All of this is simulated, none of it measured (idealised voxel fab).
Module name: voxel capacitor over wiring (process module)
Square cells of 5 nm make up the cross-section cut, whose width is 265 nm.
Format of a cross-section: grid, square cells. Given as bands. Order: top down. Band: one or more rows of cells.
A band entry consists of two parts. The first gives the height of the band's top and the height of its bottom, in nm. The rest lists the band's materials from left to right, each with its width in nm. A single material labelled with the word "full width" fills the band from edge to edge, and the word "air" marks empty space.
Where do heights start? At 0: under that level the wafer as delivered is made of one material only. And the lowest band has no floor; it just carries on downward, as in "from 0 down".
Width "30 to 40": first value at the band's top row of cells, second value at its bottom row, equal change from row to row.
When a step is marked "remained the same", none of the cells in the cross-section changed during that step.
For the entry "Closed internal cavities", the listed items are empty spaces with no open way to the top whose size is 8 cells or more; each item follows the pattern width x height at distance, where distance is from the left edge and all three are in nm.
The remark found on a step's line after its settings is issued by the simulator itself and pertains to that step.
For masked steps, "overlay nm" on the step line gives how far right of plan the mask actually lay; a minus sign means it lay to the left.
[The steps planned for the process are as follows]
step 1: RECEIVE with material Si
step 2: CONFORMAL_DEP with material SiO2, thk nm 15
step 3: DIRECTIONAL_DEP with material TiN, thk nm 5
step 4: DIRECTIONAL_DEP with material W, thk nm 15
step 5: PATTERN with tone cover, mask id METAL_1, material resist, width nm 25, pitch nm 80, thk nm 15, overlay nm 0
step 6: DIRECTIONAL_ETCH with etch materials W, depth nm 15
step 7: DIRECTIONAL_ETCH with etch materials TiN, depth nm 5
step 8: STRIP with etch materials resist
step 9: CONFORMAL_DEP with material SiCN, thk nm 5
step 10: FILL_DEP with material lowk, thk nm 5
step 11: CMP with height nm 35
step 12: CONFORMAL_DEP with material SiCN, thk nm 5
step 13: DIRECTIONAL_DEP with material lowk, thk nm 20
step 14: PATTERN with tone open, mask id PLUG_1, material resist, width nm 15, thk nm 15, overlay nm 0
step 15: DIRECTIONAL_ETCH with etch materials lowk, depth nm 20
step 16: DIRECTIONAL_ETCH with etch materials SiCN, depth nm 5
step 17: STRIP with etch materials resist
step 18: CONFORMAL_DEP with material TiN, thk nm 5
step 19: FILL_DEP with material W, thk nm 5
step 20: CMP with height nm 60
step 21: DIRECTIONAL_DEP with material TiN, thk nm 5
step 22: DIRECTIONAL_DEP with material HfO2, thk nm 5
step 23: DIRECTIONAL_DEP with material TiN, thk nm 5
step 24: PATTERN with tone cover, mask id UPPER_PLATE, material resist, width nm 60, thk nm 15, overlay nm 0
step 25: DIRECTIONAL_ETCH with etch materials TiN, depth nm 5
step 26: DIRECTIONAL_ETCH with etch materials HfO2, depth nm 5
step 27: STRIP with etch materials resist
step 28: PATTERN with tone cover, mask id LOWER_PLATE, material resist, width nm 70, thk nm 15, overlay nm 0
step 29: DIRECTIONAL_ETCH with etch materials TiN, depth nm 5
step 30: STRIP with etch materials resist
step 31: FILL_DEP with material SiO2, thk nm 15
step 32: CMP with height nm 85
step 33: DIRECTIONAL_DEP with material aC, thk nm 10
step 34: PATTERN with tone open, mask id PLUG_2, material resist, width nm 15, thk nm 30, overlay nm 0
step 35: DIRECTIONAL_ETCH with etch materials aC, depth nm 10
step 36: STRIP with etch materials resist
step 37: DIRECTIONAL_ETCH with etch materials SiO2, depth nm 10
step 38: STRIP with etch materials aC
step 39: CONFORMAL_DEP with material TiN, thk nm 5
step 40: FILL_DEP with material Ru, thk nm 10
step 41: CMP with height nm 85
step 42: CONFORMAL_DEP with material SiCN, thk nm 5
[Wafer, first of two, run as planned]
[Cross-section of the wafer as it came to us, i.e., already through step 1]
- from 0 down: Si full width
- Closed internal cavities: none
[State of the wafer after step 2, shown in cross-section]
- from 15 to 0: SiO2 full width
- Nothing below the height 0 has changed.
[State of the wafer after step 3, shown in cross-section]
- from 20 to 15: TiN full width
- Nothing below the height 15 has changed.
[State of the wafer after step 4, shown in cross-section]
- from 35 to 20: W full width
- Nothing below the height 20 has changed.
[State of the wafer after step 5, shown in cross-section]
- from 50 to 35: air (80) / resist (25) / air (55) / resist (25) / air (80)
- Nothing below the height 35 has changed.
[State of the wafer after step 6, shown in cross-section]
- from 50 to 35: air (80) / resist (25) / air (55) / resist (25) / air (80)
- from 35 to 20: air (80) / W (25) / air (55) / W (25) / air (80)
- Nothing below the height 20 has changed.
[State of the wafer after step 7, shown in cross-section]
- from 50 to 35: air (80) / resist (25) / air (55) / resist (25) / air (80)
- from 35 to 20: air (80) / W (25) / air (55) / W (25) / air (80)
- from 20 to 15: air (80) / TiN (25) / air (55) / TiN (25) / air (80)
- Nothing below the height 15 has changed.
[State of the wafer after step 8, shown in cross-section]
- from 35 to 20: air (80) / W (25) / air (55) / W (25) / air (80)
- Nothing below the height 20 has changed.
[State of the wafer after step 9, shown in cross-section]
- from 40 to 35: air (75) / SiCN (35) / air (45) / SiCN (35) / air (75)
- from 35 to 20: air (75) / SiCN (5) / W (25) / SiCN (5) / air (45) / SiCN (5) / W (25) / SiCN (5) / air (75)
- from 20 to 15: SiCN (80) / TiN (25) / SiCN (55) / TiN (25) / SiCN (80)
- Nothing below the height 15 has changed.
[State of the wafer after step 10, shown in cross-section]
- from 45 to 40: lowk full width
- from 40 to 35: lowk (75) / SiCN (35) / lowk (45) / SiCN (35) / lowk (75)
- from 35 to 20: lowk (75) / SiCN (5) / W (25) / SiCN (5) / lowk (45) / SiCN (5) / W (25) / SiCN (5) / lowk (75)
- Nothing below the height 20 has changed.
[State of the wafer after step 11, shown in cross-section]
- from 35 to 20: lowk (75) / SiCN (5) / W (25) / SiCN (5) / lowk (45) / SiCN (5) / W (25) / SiCN (5) / lowk (75)
- Nothing below the height 20 has changed.
[State of the wafer after step 12, shown in cross-section]
- from 40 to 35: SiCN full width
- Nothing below the height 35 has changed.
[State of the wafer after step 13, shown in cross-section]
- from 60 to 40: lowk full width
- Nothing below the height 40 has changed.
[State of the wafer after step 14, shown in cross-section]
- from 75 to 60: resist (90) / air (15) / resist (160)
- Nothing below the height 60 has changed.
[State of the wafer after step 15, shown in cross-section]
- from 75 to 60: resist (90) / air (15) / resist (160)
- from 60 to 40: lowk (90) / air (15) / lowk (160)
- Nothing below the height 40 has changed.
[State of the wafer after step 16, shown in cross-section]
- from 75 to 60: resist (90) / air (15) / resist (160)
- from 60 to 40: lowk (90) / air (15) / lowk (160)
- from 40 to 35: SiCN (90) / air (15) / SiCN (160)
- Nothing below the height 35 has changed.
[State of the wafer after step 17, shown in cross-section]
- from 60 to 40: lowk (90) / air (15) / lowk (160)
- Nothing below the height 40 has changed.
[State of the wafer after step 18, shown in cross-section]
- from 65 to 60: TiN (95) / air (5) / TiN (165)
- from 60 to 40: lowk (90) / TiN (5) / air (5) / TiN (5) / lowk (160)
- from 40 to 35: SiCN (90) / TiN (15) / SiCN (160)
- Nothing below the height 35 has changed.
[State of the wafer after step 19, shown in cross-section]
- from 70 to 65: W full width
- from 65 to 60: TiN (95) / W (5) / TiN (165)
- from 60 to 40: lowk (90) / TiN (5) / W (5) / TiN (5) / lowk (160)
- Nothing below the height 40 has changed.
[State of the wafer after step 20, shown in cross-section]
- from 60 to 40: lowk (90) / TiN (5) / W (5) / TiN (5) / lowk (160)
- Nothing below the height 40 has changed.
[State of the wafer after step 21, shown in cross-section]
- from 65 to 60: TiN full width
- Nothing below the height 60 has changed.
[State of the wafer after step 22, shown in cross-section]
- from 70 to 65: HfO2 full width
- Nothing below the height 65 has changed.
[State of the wafer after step 23, shown in cross-section]
- from 75 to 70: TiN full width
- Nothing below the height 70 has changed.
[State of the wafer after step 24, shown in cross-section]
- from 90 to 75: air (90) / resist (60) / air (115)
- Nothing below the height 75 has changed.
[State of the wafer after step 25, shown in cross-section]
- from 90 to 75: air (90) / resist (60) / air (115)
- from 75 to 70: air (90) / TiN (60) / air (115)
- Nothing below the height 70 has changed.
[State of the wafer after step 26, shown in cross-section]
- from 90 to 75: air (90) / resist (60) / air (115)
- from 75 to 70: air (90) / TiN (60) / air (115)
- from 70 to 65: air (90) / HfO2 (60) / air (115)
- Nothing below the height 65 has changed.
[State of the wafer after step 27, shown in cross-section]
- from 75 to 70: air (90) / TiN (60) / air (115)
- Nothing below the height 70 has changed.
[State of the wafer after step 28, shown in cross-section]
- from 90 to 75: air (85) / resist (70) / air (110)
- from 75 to 70: air (85) / resist (5) / TiN (60) / resist (5) / air (110)
- from 70 to 65: air (85) / resist (5) / HfO2 (60) / resist (5) / air (110)
- Nothing below the height 65 has changed.
[State of the wafer after step 29, shown in cross-section]
- from 90 to 75: air (85) / resist (70) / air (110)
- from 75 to 70: air (85) / resist (5) / TiN (60) / resist (5) / air (110)
- from 70 to 65: air (85) / resist (5) / HfO2 (60) / resist (5) / air (110)
- from 65 to 60: air (85) / TiN (70) / air (110)
- Nothing below the height 60 has changed.
[State of the wafer after step 30, shown in cross-section]
- from 75 to 70: air (90) / TiN (60) / air (115)
- from 70 to 65: air (90) / HfO2 (60) / air (115)
- Nothing below the height 65 has changed.
[State of the wafer after step 31, shown in cross-section]
- from 90 to 75: SiO2 full width
- from 75 to 70: SiO2 (90) / TiN (60) / SiO2 (115)
- from 70 to 65: SiO2 (90) / HfO2 (60) / SiO2 (115)
- from 65 to 60: SiO2 (85) / TiN (70) / SiO2 (110)
- Nothing below the height 60 has changed.
[State of the wafer after step 32, shown in cross-section]
- from 85 to 75: SiO2 full width
- Nothing below the height 75 has changed.
[State of the wafer after step 33, shown in cross-section]
- from 95 to 85: aC full width
- Nothing below the height 85 has changed.
[State of the wafer after step 34, shown in cross-section]
- from 125 to 95: resist (100) / air (15) / resist (150)
- Nothing below the height 95 has changed.
[State of the wafer after step 35, shown in cross-section]
- from 115 to 95: resist (100) / air (15) / resist (150)
- from 95 to 85: aC (100) / air (15) / aC (150)
- Nothing below the height 85 has changed.
[State of the wafer after step 36, shown in cross-section]
- from 95 to 85: aC (100) / air (15) / aC (150)
- Nothing below the height 85 has changed.
[State of the wafer after step 37, shown in cross-section]
- from 95 to 85: aC (100) / air (15) / aC (150)
- from 85 to 75: SiO2 (100) / air (15) / SiO2 (150)
- Nothing below the height 75 has changed.
[State of the wafer after step 38, shown in cross-section]
- from 85 to 75: SiO2 (100) / air (15) / SiO2 (150)
- Nothing below the height 75 has changed.
[State of the wafer after step 39, shown in cross-section]
- from 90 to 85: TiN (105) / air (5) / TiN (155)
- from 85 to 80: SiO2 (100) / TiN (5) / air (5) / TiN (5) / SiO2 (150)
- from 80 to 70: SiO2 (100 to 90) / TiN (15 to 60) / SiO2 (150 to 115)
- Nothing below the height 70 has changed.
[State of the wafer after step 40, shown in cross-section]
- from 100 to 90: Ru full width
- from 90 to 85: TiN (105) / Ru (5) / TiN (155)
- from 85 to 80: SiO2 (100) / TiN (5) / Ru (5) / TiN (5) / SiO2 (150)
- Nothing below the height 80 has changed.
[State of the wafer after step 41, shown in cross-section]
- from 85 to 80: SiO2 (100) / TiN (5) / Ru (5) / TiN (5) / SiO2 (150)
- Nothing below the height 80 has changed.
[State of the wafer after step 42, shown in cross-section]
- from 90 to 85: SiCN full width
- Nothing below the height 85 has changed.
[Okay, second wafer. Nothing different at the start, nothing different in the plan, just one mistake somewhere in the running. As far as step 27, counting that step, it's the first wafer all over again]
[Cross-section, second wafer, at the end time the plan gives for step 28]
- from 90 to 75: air (80) / resist (70) / air (115)
- from 75 to 70: air (80) / resist (10) / TiN (60) / air (115)
- from 70 to 65: air (80) / resist (10) / HfO2 (60) / air (115)
- Nothing below the height 65 has changed.
[Cross-section, second wafer, at the end time the plan gives for step 29]
- from 90 to 75: air (80) / resist (70) / air (115)
- from 75 to 70: air (80) / resist (10) / TiN (60) / air (115)
- from 70 to 65: air (80) / resist (10) / HfO2 (60) / air (115)
- from 65 to 60: air (80) / TiN (70) / air (115)
- Nothing below the height 60 has changed.
[Cross-section, second wafer, at the end time the plan gives for step 30]
- from 75 to 70: air (90) / TiN (60) / air (115)
- from 70 to 65: air (90) / HfO2 (60) / air (115)
- Nothing below the height 65 has changed.
[Cross-section, second wafer, at the end time the plan gives for step 31]
- from 90 to 75: SiO2 full width
- from 75 to 70: SiO2 (90) / TiN (60) / SiO2 (115)
- from 70 to 65: SiO2 (90) / HfO2 (60) / SiO2 (115)
- from 65 to 60: SiO2 (80) / TiN (70) / SiO2 (115)
- Nothing below the height 60 has changed.
[Cross-section, second wafer, at the end time the plan gives for step 32]
- from 85 to 75: SiO2 full width
- Nothing below the height 75 has changed.
[Cross-section, second wafer, at the end time the plan gives for step 33]
- from 95 to 85: aC full width
- Nothing below the height 85 has changed.
[Cross-section, second wafer, at the end time the plan gives for step 34]
- from 125 to 95: resist (100) / air (15) / resist (150)
- Nothing below the height 95 has changed.
[Cross-section, second wafer, at the end time the plan gives for step 35]
- from 115 to 95: resist (100) / air (15) / resist (150)
- from 95 to 85: aC (100) / air (15) / aC (150)
- Nothing below the height 85 has changed.
[Cross-section, second wafer, at the end time the plan gives for step 36]
- from 95 to 85: aC (100) / air (15) / aC (150)
- Nothing below the height 85 has changed.
[Cross-section, second wafer, at the end time the plan gives for step 37]
- from 95 to 85: aC (100) / air (15) / aC (150)
- from 85 to 75: SiO2 (100) / air (15) / SiO2 (150)
- Nothing below the height 75 has changed.
[Cross-section, second wafer, at the end time the plan gives for step 38]
- from 85 to 75: SiO2 (100) / air (15) / SiO2 (150)
- Nothing below the height 75 has changed.
[Cross-section, second wafer, at the end time the plan gives for step 39]
- from 90 to 85: TiN (105) / air (5) / TiN (155)
- from 85 to 80: SiO2 (100) / TiN (5) / air (5) / TiN (5) / SiO2 (150)
- from 80 to 70: SiO2 (100 to 90) / TiN (15 to 60) / SiO2 (150 to 115)
- Nothing below the height 70 has changed.
[Cross-section, second wafer, at the end time the plan gives for step 40]
- from 100 to 90: Ru full width
- from 90 to 85: TiN (105) / Ru (5) / TiN (155)
- from 85 to 80: SiO2 (100) / TiN (5) / Ru (5) / TiN (5) / SiO2 (150)
- Nothing below the height 80 has changed.
[Cross-section, second wafer, at the end time the plan gives for step 41]
- from 85 to 80: SiO2 (100) / TiN (5) / Ru (5) / TiN (5) / SiO2 (150)
- Nothing below the height 80 has changed.
[Cross-section, second wafer, at the end time the plan gives for step 42]
- from 90 to 85: SiCN full width
- Nothing below the height 85 has changed.
What was done differently from what was planned? step 28 was processed under conditions differing from the plan, specifically as PATTERN with tone cover, mask id LOWER_PLATE, material resist, width nm 70, thk nm 15, overlay nm -5
So at the finish, the second wafer's got exactly as many cells of each material as the first, just not in the same spots.
